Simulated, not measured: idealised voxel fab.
This section sets out a process module, namely voxel wiring stack.
We display cut, a cross-section 240 nm in width whose square cells are each 5 nm.
Reading order for cross-sections: top band down to bottom band. Underlying form: a grid of square cells. Band size: one or more rows of cells.
Basically the band line says how high the top is and how high the bottom is, in nm, and then what's in it from left to right, every material with its width in nm. Empty space shows up as "air", and if a single material carries "everywhere" it runs the full band edge to edge.
Heights are measured from 0, the level below which the as-received wafer is all one material; the lowest band has no bottom and continues downward, written as in "0 -> down".
Read "30->40" as a graded width: first number on top, second number at the bottom, same change between each pair of neighbouring rows.
The designation "same as before", where it is given for a processing step, indicates that no cell of the cross-section was altered in the course of that step.
"Unvented cavities" - sealed voids, min. 8 cells, no opening to top; format: width x height at distance (distance from left edge; nm throughout).
It should be noted that, on the line of a given step, the content following the step's settings is a remark produced by the simulator itself with respect to that step.
overlay nm: right-of-plan distance of the mask on a masked step; negative values mean left-of-plan.

Process steps (planned):
| 1 | RECEIVE | material Si |
| 2 | CONFORMAL_DEP | material SiO2 | thk nm 15 |
| 3 | DIRECTIONAL_DEP | material TiN | thk nm 5 |
| 4 | DIRECTIONAL_DEP | material Ru | thk nm 20 |
| 5 | MASKED_ETCH | tone cover | mask id METAL_1 | width nm 25 | pitch nm 40 | etch materials Ru | depth nm 20 | overlay nm 0 |
| 6 | MASKED_ETCH | tone cover | mask id METAL_1 | width nm 25 | pitch nm 40 | etch materials TiN | depth nm 5 | overlay nm 0 |
| 7 | FILL_DEP | material SiO2 | thk nm 5 |
| 8 | CMP | height nm 40 |
| 9 | CONFORMAL_DEP | material SiCN | thk nm 5 |
| 10 | DIRECTIONAL_DEP | material lowk | thk nm 15 |
| 11 | MASKED_ETCH | tone open | mask id PLUG_1 | width nm 15 | pitch nm 40 | etch materials lowk | depth nm 15 | overlay nm 0 |
| 12 | MASKED_ETCH | tone open | mask id PLUG_1 | width nm 15 | pitch nm 40 | etch materials SiCN | depth nm 5 | overlay nm 0 |
| 13 | EPI | material Ru | thk nm 10 |
| 14 | EPI | material Ru | thk nm 10 |
| 15 | CONFORMAL_DEP | material SiN | thk nm 5 |
| 16 | DIRECTIONAL_DEP | material SiO2 | thk nm 15 |
| 17 | DIRECTIONAL_DEP | material aC | thk nm 15 |
| 18 | PATTERN | tone open | mask id METAL_2 | material resist | width nm 25 | pitch nm 40 | thk nm 30 | overlay nm 0 |
| 19 | DIRECTIONAL_ETCH | etch materials aC | depth nm 15 |
| 20 | STRIP | etch materials resist |
| 21 | DIRECTIONAL_ETCH | etch materials SiO2 | depth nm 15 |
| 22 | DIRECTIONAL_ETCH | etch materials SiN | depth nm 5 |
| 23 | STRIP | etch materials aC |
| 24 | CONFORMAL_DEP | material TiN | thk nm 5 |
| 25 | FILL_DEP | material Cu | thk nm 5 |
| 26 | CMP | height nm 80 |
| 27 | CONFORMAL_DEP | material SiCN | thk nm 5 |
| 28 | DIRECTIONAL_DEP | material SiO2 | thk nm 25 |
| 29 | MASKED_ETCH | tone open | mask id METAL_3_HOLES | width nm 15 | etch materials SiO2 | depth nm 25 | overlay nm 0 |
| 30 | DIRECTIONAL_DEP | material aC | thk nm 15 |
| 31 | PATTERN | tone open | mask id METAL_3 | material resist | width nm 25 | pitch nm 40 | thk nm 30 | overlay nm 0 |
| 32 | DIRECTIONAL_ETCH | etch materials aC | depth nm 15 |
| 33 | STRIP | etch materials resist |
| 34 | DIRECTIONAL_ETCH | etch materials SiO2 | depth nm 15 |
| 35 | DIRECTIONAL_ETCH | etch materials SiCN | depth nm 5 |
| 36 | STRIP | etch materials aC |
| 37 | CONFORMAL_DEP | material TiN | thk nm 5 |
| 38 | FILL_DEP | material Ru | thk nm 10 |
| 39 | CMP | height nm 110 |
| 40 | CONFORMAL_DEP | material SiCN | thk nm 5 |
| 41 | DIRECTIONAL_DEP | material SiO2 | thk nm 30 |
| 42 | PATTERN | tone open | mask id METAL_4 | material resist | width nm 25 | pitch nm 40 | thk nm 20 | overlay nm 0 |
| 43 | DIRECTIONAL_ETCH | etch materials SiO2 | depth nm 20 |
| 44 | STRIP | etch materials resist |
| 45 | MASKED_ETCH | tone open | mask id METAL_4_HOLES | width nm 15 | pitch nm 40 | etch materials SiO2 | depth nm 10 | overlay nm 0 |
| 46 | MASKED_ETCH | tone open | mask id METAL_4_HOLES | width nm 15 | pitch nm 40 | etch materials SiCN | depth nm 5 | overlay nm 0 |
| 47 | CONFORMAL_DEP | material TiN | thk nm 5 |
| 48 | FILL_DEP | material Cu | thk nm 5 |
| 49 | CMP | height nm 145 |
| 50 | CONFORMAL_DEP | material SiN | thk nm 5 |

As received, after step 1:
> 0 -> down: Si everywhere
> Unvented cavities: none

Cross-sectional image of the first of two wafers at the end of the module, the run having proceeded as planned:
> 150 -> 145: SiN everywhere
> 145 -> 130: SiO2 (85)  TiN (5)  Cu (15)  TiN (5)  SiO2 (15)  TiN (5)  Cu (15)  TiN (5)  SiO2 (90)
> 130 -> 125: SiO2 (85)  TiN (5)  Cu (5)  TiN (15)  SiO2 (15)  TiN (5)  Cu (5)  TiN (15)  SiO2 (90)
> 125 -> 115: SiO2 (85)  TiN (5)  Cu (5)  TiN (5)  SiO2 (25)  TiN (5)  Cu (5)  TiN (5)  SiO2 (100)
> 115 -> 110: SiCN (85)  TiN (15)  SiCN (25)  TiN (15)  SiCN (100)
> 110 -> 100: SiO2 (85)  TiN (5)  Ru (15)  TiN (5)  SiO2 (15)  TiN (5)  Ru (15)  TiN (5)  SiO2 (90)
> 100 -> 95: SiO2 (85)  TiN (5)  Ru (5)  TiN (15)  SiO2 (15)  TiN (25)  SiO2 (90)
> 95 -> 85: SiO2 (85)  TiN (5)  Ru (5)  TiN (5)  SiO2 (140)
> 85 -> 80: SiCN (85)  TiN (15)  SiCN (140)
> 80 -> 65: SiO2 (85)  TiN (5)  Cu (15)  TiN (5)  SiO2 (15)  TiN (5)  Cu (15)  TiN (5)  SiO2 (90)
> 65 -> 60: SiN (85)  TiN (25)  SiN (15)  TiN (25)  SiN (90)
> 60 -> 45: lowk (85)  Ru (15)  lowk (25)  Ru (15)  lowk (100)
> 45 -> 40: SiCN (85)  Ru (15)  SiCN (25)  Ru (15)  SiCN (100)
> 40 -> 20: SiO2 (85)  Ru (25)  SiO2 (15)  Ru (25)  SiO2 (90)
> 20 -> 15: SiO2 (85)  TiN (25)  SiO2 (15)  TiN (25)  SiO2 (90)
> 15 -> 0: SiO2 everywhere
> 0 -> down: Si everywhere
> Unvented cavities: none

Cross-section, second wafer: same start as the first, same plan as the first, one mistake in running it; taken at the end of the module:
> 150 -> 145: SiN everywhere
> 145 -> 130: SiO2 (85)  TiN (5)  Cu (15)  TiN (5)  SiO2 (15)  TiN (5)  Cu (15)  TiN (5)  SiO2 (90)
> 130 -> 125: SiO2 (85)  TiN (5)  Cu (5)  TiN (15)  SiO2 (15)  TiN (5)  Cu (5)  TiN (15)  SiO2 (90)
> 125 -> 115: SiO2 (85)  TiN (5)  Cu (5)  TiN (5)  SiO2 (25)  TiN (5)  Cu (5)  TiN (5)  SiO2 (100)
> 115 -> 110: SiCN (85)  TiN (15)  SiCN (25)  TiN (15)  SiCN (100)
> 110 -> 100: SiO2 (85)  TiN (5)  aC (15)  TiN (5)  SiO2 (15)  TiN (5)  aC (15)  TiN (5)  SiO2 (90)
> 100 -> 95: SiO2 (85)  TiN (5)  aC (5)  TiN (15)  SiO2 (15)  TiN (25)  SiO2 (90)
> 95 -> 85: SiO2 (85)  TiN (5)  aC (5)  TiN (5)  SiO2 (140)
> 85 -> 80: SiCN (85)  TiN (15)  SiCN (140)
> 80 -> 65: SiO2 (85)  TiN (5)  Cu (15)  TiN (5)  SiO2 (15)  TiN (5)  Cu (15)  TiN (5)  SiO2 (90)
> 65 -> 60: SiN (85)  TiN (25)  SiN (15)  TiN (25)  SiN (90)
> 60 -> 45: lowk (85)  Ru (15)  lowk (25)  Ru (15)  lowk (100)
> 45 -> 40: SiCN (85)  Ru (15)  SiCN (25)  Ru (15)  SiCN (100)
> 40 -> 20: SiO2 (85)  Ru (25)  SiO2 (15)  Ru (25)  SiO2 (90)
> 20 -> 15: SiO2 (85)  TiN (25)  SiO2 (15)  TiN (25)  SiO2 (90)
> 15 -> 0: SiO2 everywhere
> 0 -> down: Si everywhere
> Unvented cavities: none
Where did the run depart from the plan? contrary to plan, step 38 was performed as FILL_DEP | material aC | thk nm 10
Final difference in cells, second wafer against first, listed per material as more or fewer: Ru: 15 fewer | aC: 15 more
